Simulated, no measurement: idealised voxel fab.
The document below concerns the process module designated voxel self aligned contacts.
Section cut is 210 nm wide and gridded with 5 nm square cells.
Just so we're on the same page, the cross-sections are grids of square cells, and they're listed out in bands top to bottom, each band one or more rows deep. Band entry format. Leading values: height of top, height of bottom, nm. Remainder: materials in left-to-right order, each with its width in nm. Special words: "throughout" on a single material, which then fills the band edge to edge; "blank", empty space. Heights are measured from 0, the level below which the as-received wafer is all one material; the lowest band has no bottom and continues downward, written as in "top 0, no bottom". Width: "30 to 40" (first number = top row, second number = bottom row, same change from row to row of cells). For the purposes of this document, the phrase "no alterations made" attached to a step denotes that no cell within the cross-section was modified by that step. In "Enclosed cavity list" the enclosed voids are listed, meaning empty spaces of 8 cells or larger without any opening to the top. The form is width x height at distance, distance from the left edge, units nm. If you see something after the settings on a step's line, that's the simulator's own remark about that step. Among the settings permitted on a step's line is "overlay nm"; applied to a step with a mask, it specifies the extent to which the mask lay to the right of its planned position, whereas a negative figure signifies a position to the left.

The planned process steps are enumerated hereunder
| 1 | RECEIVE | material Si |
| 2 | CONFORMAL_DEP | material SiO2 | thk nm 5 |
| 3 | DIRECTIONAL_DEP | material polySi | thk nm 20 |
| 4 | DIRECTIONAL_DEP | material SiN | thk nm 15 |
| 5 | DIRECTIONAL_DEP | material aC | thk nm 15 |
| 6 | PATTERN | tone cover | mask id GATE | material resist | width nm 30 | pitch nm 55 | thk nm 30 | overlay nm 0 |
| 7 | DIRECTIONAL_ETCH | etch materials aC | depth nm 15 |
| 8 | STRIP | etch materials resist |
| 9 | DIRECTIONAL_ETCH | etch materials SiN | depth nm 15 |
| 10 | DIRECTIONAL_ETCH | etch materials polySi | depth nm 20 |
| 11 | STRIP | etch materials aC |
| 12 | CONFORMAL_DEP | material SiN | thk nm 5 |
| 13 | DIRECTIONAL_ETCH | etch materials SiN | depth nm 5 |
| 14 | FILL_DEP | material SiO2 | thk nm 20 |
| 15 | CMP | height nm 50 |
| 16 | DIRECTIONAL_DEP | material aC | thk nm 10 |
| 17 | PATTERN | tone open | mask id CONTACT | material resist | width nm 35 | thk nm 30 | overlay nm 0 |
| 18 | DIRECTIONAL_ETCH | etch materials aC | depth nm 10 |
| 19 | STRIP | etch materials resist |
| 20 | DIRECTIONAL_ETCH | etch materials SiO2 | depth nm 50 |
| 21 | STRIP | etch materials aC |
| 22 | CONFORMAL_DEP | material TiN | thk nm 5 |
| 23 | FILL_DEP | material W | thk nm 10 |
| 24 | CMP | height nm 50 |
| 25 | CONFORMAL_DEP | material SiN | thk nm 5 |

First of the two wafers, run per plan

Wafer as received: cross-section following step 1
top 0, no bottom  Si throughout
Enclosed cavity list: none

So this is the wafer cross-section right after step 2
top 5, bottom 0  SiO2 throughout
Beneath the level 0, the cross-section is identical to its previous state.

So this is the wafer cross-section right after step 3
top 25, bottom 5  polySi throughout
Beneath the level 5, the cross-section is identical to its previous state.

So this is the wafer cross-section right after step 4
top 40, bottom 25  SiN throughout
Beneath the level 25, the cross-section is identical to its previous state.

So this is the wafer cross-section right after step 5
top 55, bottom 40  aC throughout
Beneath the level 40, the cross-section is identical to its previous state.

So this is the wafer cross-section right after step 6
top 85, bottom 55  60 blank / 30 resist / 25 blank / 30 resist / 65 blank
Beneath the level 55, the cross-section is identical to its previous state.

So this is the wafer cross-section right after step 7
top 70, bottom 55  60 blank / 30 resist / 25 blank / 30 resist / 65 blank
top 55, bottom 40  60 blank / 30 aC / 25 blank / 30 aC / 65 blank
Beneath the level 40, the cross-section is identical to its previous state.

So this is the wafer cross-section right after step 8
top 55, bottom 40  60 blank / 30 aC / 25 blank / 30 aC / 65 blank
Beneath the level 40, the cross-section is identical to its previous state.

So this is the wafer cross-section right after step 9
top 55, bottom 40  60 blank / 30 aC / 25 blank / 30 aC / 65 blank
top 40, bottom 25  60 blank / 30 SiN / 25 blank / 30 SiN / 65 blank
Beneath the level 25, the cross-section is identical to its previous state.

So this is the wafer cross-section right after step 10
top 55, bottom 40  60 blank / 30 aC / 25 blank / 30 aC / 65 blank
top 40, bottom 25  60 blank / 30 SiN / 25 blank / 30 SiN / 65 blank
top 25, bottom 5  60 blank / 30 polySi / 25 blank / 30 polySi / 65 blank
Beneath the level 5, the cross-section is identical to its previous state.

So this is the wafer cross-section right after step 11
top 40, bottom 25  60 blank / 30 SiN / 25 blank / 30 SiN / 65 blank
Beneath the level 25, the cross-section is identical to its previous state.

So this is the wafer cross-section right after step 12
top 45, bottom 25  55 blank / 40 SiN / 15 blank / 40 SiN / 60 blank
top 25, bottom 10  55 blank / 5 SiN / 30 polySi / 5 SiN / 15 blank / 5 SiN / 30 polySi / 5 SiN / 60 blank
top 10, bottom 5  60 SiN / 30 polySi / 25 SiN / 30 polySi / 65 SiN
Beneath the level 5, the cross-section is identical to its previous state.

So this is the wafer cross-section right after step 13
top 40, bottom 25  55 blank / 40 SiN / 15 blank / 40 SiN / 60 blank
top 25, bottom 5  55 blank / 5 SiN / 30 polySi / 5 SiN / 15 blank / 5 SiN / 30 polySi / 5 SiN / 60 blank
Beneath the level 5, the cross-section is identical to its previous state.

So this is the wafer cross-section right after step 14
top 60, bottom 40  SiO2 throughout
top 40, bottom 25  55 SiO2 / 40 SiN / 15 SiO2 / 40 SiN / 60 SiO2
top 25, bottom 5  55 SiO2 / 5 SiN / 30 polySi / 5 SiN / 15 SiO2 / 5 SiN / 30 polySi / 5 SiN / 60 SiO2
Beneath the level 5, the cross-section is identical to its previous state.

So this is the wafer cross-section right after step 15
top 50, bottom 40  SiO2 throughout
Beneath the level 40, the cross-section is identical to its previous state.

So this is the wafer cross-section right after step 16
top 60, bottom 50  aC throughout
Beneath the level 50, the cross-section is identical to its previous state.

So this is the wafer cross-section right after step 17
top 90, bottom 60  85 resist / 35 blank / 90 resist
Beneath the level 60, the cross-section is identical to its previous state.

So this is the wafer cross-section right after step 18
top 80, bottom 60  85 resist / 35 blank / 90 resist
top 60, bottom 50  85 aC / 35 blank / 90 aC
Beneath the level 50, the cross-section is identical to its previous state.

So this is the wafer cross-section right after step 19
top 60, bottom 50  85 aC / 35 blank / 90 aC
Beneath the level 50, the cross-section is identical to its previous state.

So this is the wafer cross-section right after step 20
top 60, bottom 50  85 aC / 35 blank / 90 aC
top 50, bottom 40  85 SiO2 / 35 blank / 90 SiO2
top 40, bottom 25  55 SiO2 / 40 SiN / 15 blank / 40 SiN / 60 SiO2
top 25, bottom 5  55 SiO2 / 5 SiN / 30 polySi / 5 SiN / 15 blank / 5 SiN / 30 polySi / 5 SiN / 60 SiO2
top 5, bottom 0  95 SiO2 / 15 blank / 100 SiO2
Beneath the level 0, the cross-section is identical to its previous state.

So this is the wafer cross-section right after step 21
top 50, bottom 40  85 SiO2 / 35 blank / 90 SiO2
Beneath the level 40, the cross-section is identical to its previous state.

So this is the wafer cross-section right after step 22
top 55, bottom 50  90 TiN / 25 blank / 95 TiN
top 50, bottom 40  85 SiO2 / 5 to 15 TiN / 25 to 5 blank / 5 to 15 TiN / 90 SiO2
top 40, bottom 25  55 SiO2 / 40 SiN / 5 TiN / 5 blank / 5 TiN / 40 SiN / 60 SiO2
top 25, bottom 5  55 SiO2 / 5 SiN / 30 polySi / 5 SiN / 5 TiN / 5 blank / 5 TiN / 5 SiN / 30 polySi / 5 SiN / 60 SiO2
top 5, bottom 0  95 SiO2 / 15 TiN / 100 SiO2
Beneath the level 0, the cross-section is identical to its previous state.

So this is the wafer cross-section right after step 23
top 65, bottom 55  W throughout
top 55, bottom 50  90 TiN / 25 W / 95 TiN
top 50, bottom 40  85 SiO2 / 5 to 15 TiN / 25 to 5 W / 5 to 15 TiN / 90 SiO2
top 40, bottom 25  55 SiO2 / 40 SiN / 5 TiN / 5 W / 5 TiN / 40 SiN / 60 SiO2
top 25, bottom 5  55 SiO2 / 5 SiN / 30 polySi / 5 SiN / 5 TiN / 5 W / 5 TiN / 5 SiN / 30 polySi / 5 SiN / 60 SiO2
Beneath the level 5, the cross-section is identical to its previous state.

So this is the wafer cross-section right after step 24
top 50, bottom 40  85 SiO2 / 5 to 15 TiN / 25 to 5 W / 5 to 15 TiN / 90 SiO2
Beneath the level 40, the cross-section is identical to its previous state.

So this is the wafer cross-section right after step 25
top 55, bottom 50  SiN throughout
Beneath the level 50, the cross-section is identical to its previous state.

The second wafer: identical to the first at the outset and in its planned sequence, differing only in that one mistake was made during processing; up to and including step 5, its path is the first wafer's path

Second wafer profile in section, at the moment step 6 of the plan was meant to be complete
top 85, bottom 55  65 blank / 30 resist / 25 blank / 30 resist / 60 blank
Beneath the level 55, the cross-section is identical to its previous state.

Second wafer profile in section, at the moment step 7 of the plan was meant to be complete
top 70, bottom 55  65 blank / 30 resist / 25 blank / 30 resist / 60 blank
top 55, bottom 40  65 blank / 30 aC / 25 blank / 30 aC / 60 blank
Beneath the level 40, the cross-section is identical to its previous state.

Second wafer profile in section, at the moment step 8 of the plan was meant to be complete
top 55, bottom 40  65 blank / 30 aC / 25 blank / 30 aC / 60 blank
Beneath the level 40, the cross-section is identical to its previous state.

Second wafer profile in section, at the moment step 9 of the plan was meant to be complete
top 55, bottom 40  65 blank / 30 aC / 25 blank / 30 aC / 60 blank
top 40, bottom 25  65 blank / 30 SiN / 25 blank / 30 SiN / 60 blank
Beneath the level 25, the cross-section is identical to its previous state.

Second wafer profile in section, at the moment step 10 of the plan was meant to be complete
top 55, bottom 40  65 blank / 30 aC / 25 blank / 30 aC / 60 blank
top 40, bottom 25  65 blank / 30 SiN / 25 blank / 30 SiN / 60 blank
top 25, bottom 5  65 blank / 30 polySi / 25 blank / 30 polySi / 60 blank
Beneath the level 5, the cross-section is identical to its previous state.

Second wafer profile in section, at the moment step 11 of the plan was meant to be complete
top 40, bottom 25  65 blank / 30 SiN / 25 blank / 30 SiN / 60 blank
Beneath the level 25, the cross-section is identical to its previous state.

Second wafer profile in section, at the moment step 12 of the plan was meant to be complete
top 45, bottom 25  60 blank / 40 SiN / 15 blank / 40 SiN / 55 blank
top 25, bottom 10  60 blank / 5 SiN / 30 polySi / 5 SiN / 15 blank / 5 SiN / 30 polySi / 5 SiN / 55 blank
top 10, bottom 5  65 SiN / 30 polySi / 25 SiN / 30 polySi / 60 SiN
Beneath the level 5, the cross-section is identical to its previous state.

Second wafer profile in section, at the moment step 13 of the plan was meant to be complete
top 40, bottom 25  60 blank / 40 SiN / 15 blank / 40 SiN / 55 blank
top 25, bottom 5  60 blank / 5 SiN / 30 polySi / 5 SiN / 15 blank / 5 SiN / 30 polySi / 5 SiN / 55 blank
Beneath the level 5, the cross-section is identical to its previous state.

Second wafer profile in section, at the moment step 14 of the plan was meant to be complete
top 60, bottom 40  SiO2 throughout
top 40, bottom 25  60 SiO2 / 40 SiN / 15 SiO2 / 40 SiN / 55 SiO2
top 25, bottom 5  60 SiO2 / 5 SiN / 30 polySi / 5 SiN / 15 SiO2 / 5 SiN / 30 polySi / 5 SiN / 55 SiO2
Beneath the level 5, the cross-section is identical to its previous state.

Second wafer profile in section, at the moment step 15 of the plan was meant to be complete
top 50, bottom 40  SiO2 throughout
Beneath the level 40, the cross-section is identical to its previous state.

Second wafer profile in section, at the moment step 16 of the plan was meant to be complete
top 60, bottom 50  aC throughout
Beneath the level 50, the cross-section is identical to its previous state.

Second wafer profile in section, at the moment step 17 of the plan was meant to be complete
top 90, bottom 60  85 resist / 35 blank / 90 resist
Beneath the level 60, the cross-section is identical to its previous state.

Second wafer profile in section, at the moment step 18 of the plan was meant to be complete
top 80, bottom 60  85 resist / 35 blank / 90 resist
top 60, bottom 50  85 aC / 35 blank / 90 aC
Beneath the level 50, the cross-section is identical to its previous state.

Second wafer profile in section, at the moment step 19 of the plan was meant to be complete
top 60, bottom 50  85 aC / 35 blank / 90 aC
Beneath the level 50, the cross-section is identical to its previous state.

Second wafer profile in section, at the moment step 20 of the plan was meant to be complete
top 60, bottom 50  85 aC / 35 blank / 90 aC
top 50, bottom 40  85 SiO2 / 35 blank / 90 SiO2
top 40, bottom 25  60 SiO2 / 40 SiN / 15 blank / 40 SiN / 55 SiO2
top 25, bottom 5  60 SiO2 / 5 SiN / 30 polySi / 5 SiN / 15 blank / 5 SiN / 30 polySi / 5 SiN / 55 SiO2
top 5, bottom 0  100 SiO2 / 15 blank / 95 SiO2
Beneath the level 0, the cross-section is identical to its previous state.

Second wafer profile in section, at the moment step 21 of the plan was meant to be complete
top 50, bottom 40  85 SiO2 / 35 blank / 90 SiO2
Beneath the level 40, the cross-section is identical to its previous state.

Second wafer profile in section, at the moment step 22 of the plan was meant to be complete
top 55, bottom 50  90 TiN / 25 blank / 95 TiN
top 50, bottom 40  85 SiO2 / 5 to 20 TiN / 25 to 5 blank / 5 to 10 TiN / 90 SiO2
top 40, bottom 25  60 SiO2 / 40 SiN / 5 TiN / 5 blank / 5 TiN / 40 SiN / 55 SiO2
top 25, bottom 5  60 SiO2 / 5 SiN / 30 polySi / 5 SiN / 5 TiN / 5 blank / 5 TiN / 5 SiN / 30 polySi / 5 SiN / 55 SiO2
top 5, bottom 0  100 SiO2 / 15 TiN / 95 SiO2
Beneath the level 0, the cross-section is identical to its previous state.

Second wafer profile in section, at the moment step 23 of the plan was meant to be complete
top 65, bottom 55  W throughout
top 55, bottom 50  90 TiN / 25 W / 95 TiN
top 50, bottom 40  85 SiO2 / 5 to 20 TiN / 25 to 5 W / 5 to 10 TiN / 90 SiO2
top 40, bottom 25  60 SiO2 / 40 SiN / 5 TiN / 5 W / 5 TiN / 40 SiN / 55 SiO2
top 25, bottom 5  60 SiO2 / 5 SiN / 30 polySi / 5 SiN / 5 TiN / 5 W / 5 TiN / 5 SiN / 30 polySi / 5 SiN / 55 SiO2
Beneath the level 5, the cross-section is identical to its previous state.

Second wafer profile in section, at the moment step 24 of the plan was meant to be complete
top 50, bottom 40  85 SiO2 / 5 to 20 TiN / 25 to 5 W / 5 to 10 TiN / 90 SiO2
Beneath the level 40, the cross-section is identical to its previous state.

Second wafer profile in section, at the moment step 25 of the plan was meant to be complete
top 55, bottom 50  SiN throughout
Beneath the level 50, the cross-section is identical to its previous state.
So what did we get wrong on this run? contrary to plan, step 6 was performed as PATTERN | tone cover | mask id GATE | material resist | width nm 30 | pitch nm 55 | thk nm 30 | overlay nm 5
Same inventory, different map: at the end, the second wafer holds as many cells of each material as the first, placed elsewhere.
